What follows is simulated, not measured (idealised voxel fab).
Name of the process module below: voxel self aligned vias
In the cross-section labelled cut, the width is 240 nm and each square cell is 5 nm.
How to read a cross-section here: the picture is a grid of square cells, written as bands going from the top down, and any band can span one or more rows of cells.
Top, bottom (nm), then materials left to right with widths (nm); lone material tagged "throughout" fills the whole band edge to edge; "air" = empty space.
Heights are expressed relative to 0, this being the level below which the as-received wafer comprises one material exclusively. The lowest band is unbounded in the downward direction and is denoted as in "from 0 down".
The width entry "30..40" should be interpreted row by row: the top row of cells in the band takes the first number, the bottom row takes the second number, and the change between adjacent rows is uniform throughout.
"remains unaltered" (step): cross-section cells unchanged, all of them.
The list in "Sealed-off cavities" covers empty spaces of 8 cells or more that cannot reach the top through any open way, and it gives each as width x height at distance; the distance is from the left edge, and width, height and distance are in nm.
Where a step's line continues beyond its settings, the continuation is a remark by the simulator itself on that step.
overlay nm: how far to the right of its planned place the mask lay on this masked step (negative: to the left).
Planned step list for the process:
- 1: RECEIVE (material Si)
- 2: CONFORMAL_DEP (material SiO2; thk nm 10)
- 3: CONFORMAL_DEP (material SiCN; thk nm 5)
- 4: DIRECTIONAL_DEP (material SiO2; thk nm 20)
- 5: PATTERN (tone open; mask id LINES; material resist; width nm 25; pitch nm 60; thk nm 20; overlay nm 0)
- 6: DIRECTIONAL_ETCH (etch materials SiO2; depth nm 20)
- 7: STRIP (etch materials resist)
- 8: CONFORMAL_DEP (material TiN; thk nm 5)
- 9: FILL_DEP (material W; thk nm 10)
- 10: CMP (height nm 35)
- 11: SELECTIVE_ETCH (etch materials W Ru TiN; depth nm 10)
- 12: FILL_DEP (material SiN; thk nm 10)
- 13: CMP (height nm 35)
- 14: DIRECTIONAL_DEP (material SiO2; thk nm 20)
- 15: DIRECTIONAL_DEP (material aC; thk nm 15)
- 16: PATTERN (tone open; mask id VIAS; material resist; width nm 35; thk nm 35; overlay nm 0)
- 17: DIRECTIONAL_ETCH (etch materials aC; depth nm 15)
- 18: STRIP (etch materials resist)
- 19: DIRECTIONAL_ETCH (etch materials SiO2; depth nm 20)
- 20: DIRECTIONAL_ETCH (etch materials SiN; depth nm 10)
- 21: STRIP (etch materials aC)
- 22: CONFORMAL_DEP (material TiN; thk nm 5)
- 23: FILL_DEP (material Ru; thk nm 10)
- 24: CMP (height nm 55)
- 25: CONFORMAL_DEP (material SiN; thk nm 5)
Concerning the first of two wafers, which was run in accordance with the plan:
Cross-section of the wafer upon arrival, representing the state reached after step 1:
* from 0 down  Si throughout
* Sealed-off cavities: none
After step 2, in cross-section:
* from 10 to 0  SiO2 throughout
* Beneath the level 0, the cross-section is identical to its previous state.
After step 3, in cross-section:
* from 15 to 10  SiCN throughout
* Beneath the level 10, the cross-section is identical to its previous state.
After step 4, in cross-section:
* from 35 to 15  SiO2 throughout
* Beneath the level 15, the cross-section is identical to its previous state.
After step 5, in cross-section:
* from 55 to 35  75 nm resist, then 25 nm air, then 35 nm resist, then 25 nm air, then 80 nm resist
* Beneath the level 35, the cross-section is identical to its previous state.
After step 6, in cross-section:
* from 55 to 35  75 nm resist, then 25 nm air, then 35 nm resist, then 25 nm air, then 80 nm resist
* from 35 to 15  75 nm SiO2, then 25 nm air, then 35 nm SiO2, then 25 nm air, then 80 nm SiO2
* Beneath the level 15, the cross-section is identical to its previous state.
After step 7, in cross-section:
* from 35 to 15  75 nm SiO2, then 25 nm air, then 35 nm SiO2, then 25 nm air, then 80 nm SiO2
* Beneath the level 15, the cross-section is identical to its previous state.
After step 8, in cross-section:
* from 40 to 35  80 nm TiN, then 15 nm air, then 45 nm TiN, then 15 nm air, then 85 nm TiN
* from 35 to 20  75 nm SiO2, then 5 nm TiN, then 15 nm air, then 5 nm TiN, then 35 nm SiO2, then 5 nm TiN, then 15 nm air, then 5 nm TiN, then 80 nm SiO2
* from 20 to 15  75 nm SiO2, then 25 nm TiN, then 35 nm SiO2, then 25 nm TiN, then 80 nm SiO2
* Beneath the level 15, the cross-section is identical to its previous state.
After step 9, in cross-section:
* from 50 to 40  W throughout
* from 40 to 35  80 nm TiN, then 15 nm W, then 45 nm TiN, then 15 nm W, then 85 nm TiN
* from 35 to 20  75 nm SiO2, then 5 nm TiN, then 15 nm W, then 5 nm TiN, then 35 nm SiO2, then 5 nm TiN, then 15 nm W, then 5 nm TiN, then 80 nm SiO2
* Beneath the level 20, the cross-section is identical to its previous state.
After step 10, in cross-section:
* from 35 to 20  75 nm SiO2, then 5 nm TiN, then 15 nm W, then 5 nm TiN, then 35 nm SiO2, then 5 nm TiN, then 15 nm W, then 5 nm TiN, then 80 nm SiO2
* Beneath the level 20, the cross-section is identical to its previous state.
After step 11, in cross-section:
* from 35 to 25  75 nm SiO2, then 25 nm air, then 35 nm SiO2, then 25 nm air, then 80 nm SiO2
* Beneath the level 25, the cross-section is identical to its previous state.
After step 12, in cross-section:
* from 45 to 35  SiN throughout
* from 35 to 25  75 nm SiO2, then 25 nm SiN, then 35 nm SiO2, then 25 nm SiN, then 80 nm SiO2
* Beneath the level 25, the cross-section is identical to its previous state.
After step 13, in cross-section:
* from 35 to 25  75 nm SiO2, then 25 nm SiN, then 35 nm SiO2, then 25 nm SiN, then 80 nm SiO2
* Beneath the level 25, the cross-section is identical to its previous state.
After step 14, in cross-section:
* from 55 to 35  SiO2 throughout
* Beneath the level 35, the cross-section is identical to its previous state.
After step 15, in cross-section:
* from 70 to 55  aC throughout
* Beneath the level 55, the cross-section is identical to its previous state.
After step 16, in cross-section:
* from 105 to 70  70 nm resist, then 35 nm air, then 135 nm resist
* Beneath the level 70, the cross-section is identical to its previous state.
After step 17, in cross-section:
* from 90 to 70  70 nm resist, then 35 nm air, then 135 nm resist
* from 70 to 55  70 nm aC, then 35 nm air, then 135 nm aC
* Beneath the level 55, the cross-section is identical to its previous state.
After step 18, in cross-section:
* from 70 to 55  70 nm aC, then 35 nm air, then 135 nm aC
* Beneath the level 55, the cross-section is identical to its previous state.
After step 19, in cross-section:
* from 70 to 55  70 nm aC, then 35 nm air, then 135 nm aC
* from 55 to 35  70 nm SiO2, then 35 nm air, then 135 nm SiO2
* Beneath the level 35, the cross-section is identical to its previous state.
After step 20, in cross-section:
* from 70 to 55  70 nm aC, then 35 nm air, then 135 nm aC
* from 55 to 35  70 nm SiO2, then 35 nm air, then 135 nm SiO2
* from 35 to 25  75 nm SiO2, then 25 nm air, then 35 nm SiO2, then 25 nm SiN, then 80 nm SiO2
* Beneath the level 25, the cross-section is identical to its previous state.
After step 21, in cross-section:
* from 55 to 35  70 nm SiO2, then 35 nm air, then 135 nm SiO2
* Beneath the level 35, the cross-section is identical to its previous state.
After step 22, in cross-section:
* from 60 to 55  75 nm TiN, then 25 nm air, then 140 nm TiN
* from 55 to 40  70 nm SiO2, then 5 nm TiN, then 25 nm air, then 5 nm TiN, then 135 nm SiO2
* from 40 to 35  70 nm SiO2, then 10 nm TiN, then 15 nm air, then 10 nm TiN, then 135 nm SiO2
* from 35 to 30  75 nm SiO2, then 5 nm TiN, then 15 nm air, then 5 nm TiN, then 35 nm SiO2, then 25 nm SiN, then 80 nm SiO2
* from 30 to 25  75 nm SiO2, then 25 nm TiN, then 35 nm SiO2, then 25 nm SiN, then 80 nm SiO2
* Beneath the level 25, the cross-section is identical to its previous state.
After step 23, in cross-section:
* from 70 to 60  Ru throughout
* from 60 to 55  75 nm TiN, then 25 nm Ru, then 140 nm TiN
* from 55 to 40  70 nm SiO2, then 5 nm TiN, then 25 nm Ru, then 5 nm TiN, then 135 nm SiO2
* from 40 to 35  70 nm SiO2, then 10 nm TiN, then 15 nm Ru, then 10 nm TiN, then 135 nm SiO2
* from 35 to 30  75 nm SiO2, then 5 nm TiN, then 15 nm Ru, then 5 nm TiN, then 35 nm SiO2, then 25 nm SiN, then 80 nm SiO2
* Beneath the level 30, the cross-section is identical to its previous state.
After step 24, in cross-section:
* from 55 to 40  70 nm SiO2, then 5 nm TiN, then 25 nm Ru, then 5 nm TiN, then 135 nm SiO2
* Beneath the level 40, the cross-section is identical to its previous state.
After step 25, in cross-section:
* from 60 to 55  SiN throughout
* Beneath the level 55, the cross-section is identical to its previous state.
The Second Wafer: Common Origin and Plan, One Mistake in Execution, Identical to the First Through Step 13:
The second wafer in cross-section, at the planned close of step 14:
* from 50 to 35  SiO2 throughout
* Beneath the level 35, the cross-section is identical to its previous state.
The second wafer in cross-section, at the planned close of step 15:
* from 65 to 50  aC throughout
* Beneath the level 50, the cross-section is identical to its previous state.
The second wafer in cross-section, at the planned close of step 16:
* from 100 to 65  70 nm resist, then 35 nm air, then 135 nm resist
* Beneath the level 65, the cross-section is identical to its previous state.
The second wafer in cross-section, at the planned close of step 17:
* from 85 to 65  70 nm resist, then 35 nm air, then 135 nm resist
* from 65 to 50  70 nm aC, then 35 nm air, then 135 nm aC
* Beneath the level 50, the cross-section is identical to its previous state.
The second wafer in cross-section, at the planned close of step 18:
* from 65 to 50  70 nm aC, then 35 nm air, then 135 nm aC
* Beneath the level 50, the cross-section is identical to its previous state.
The second wafer in cross-section, at the planned close of step 19:
* from 65 to 50  70 nm aC, then 35 nm air, then 135 nm aC
* from 50 to 35  70 nm SiO2, then 35 nm air, then 135 nm SiO2
* from 35 to 30  70 nm SiO2, then 5 nm air, then 25 nm SiN, then 5 nm air, then 30 nm SiO2, then 25 nm SiN, then 80 nm SiO2
* Beneath the level 30, the cross-section is identical to its previous state.
The second wafer in cross-section, at the planned close of step 20:
* from 65 to 50  70 nm aC, then 35 nm air, then 135 nm aC
* from 50 to 35  70 nm SiO2, then 35 nm air, then 135 nm SiO2
* from 35 to 25  70..75 nm SiO2, then 35..25 nm air, then 30..35 nm SiO2, then 25 nm SiN, then 80 nm SiO2
* Beneath the level 25, the cross-section is identical to its previous state.
The second wafer in cross-section, at the planned close of step 21:
* from 50 to 35  70 nm SiO2, then 35 nm air, then 135 nm SiO2
* Beneath the level 35, the cross-section is identical to its previous state.
The second wafer in cross-section, at the planned close of step 22:
* from 55 to 50  75 nm TiN, then 25 nm air, then 140 nm TiN
* from 50 to 35  70 nm SiO2, then 5 nm TiN, then 25 nm air, then 5 nm TiN, then 135 nm SiO2
* from 35 to 30  70 nm SiO2, then 10 nm TiN, then 15 nm air, then 10 nm TiN, then 30 nm SiO2, then 25 nm SiN, then 80 nm SiO2
* from 30 to 25  75 nm SiO2, then 25 nm TiN, then 35 nm SiO2, then 25 nm SiN, then 80 nm SiO2
* Beneath the level 25, the cross-section is identical to its previous state.
The second wafer in cross-section, at the planned close of step 23:
* from 65 to 55  Ru throughout
* from 55 to 50  75 nm TiN, then 25 nm Ru, then 140 nm TiN
* from 50 to 35  70 nm SiO2, then 5 nm TiN, then 25 nm Ru, then 5 nm TiN, then 135 nm SiO2
* from 35 to 30  70 nm SiO2, then 10 nm TiN, then 15 nm Ru, then 10 nm TiN, then 30 nm SiO2, then 25 nm SiN, then 80 nm SiO2
* Beneath the level 30, the cross-section is identical to its previous state.
The second wafer in cross-section, at the planned close of step 24:
* from 55 to 50  75 nm TiN, then 25 nm Ru, then 140 nm TiN
* Beneath the level 50, the cross-section is identical to its previous state.
The second wafer in cross-section, at the planned close of step 25:
* from 60 to 55  SiN throughout
* Beneath the level 55, the cross-section is identical to its previous state.
It is concluded that the wafer was processed incorrectly with respect to the plan, in that step 14 ran as: DIRECTIONAL_DEP (material SiO2; thk nm 15)
End of process, cell counts, second wafer against first, materials with more or fewer: Ru: 2 more | SiO2: 43 fewer | TiN: 41 more
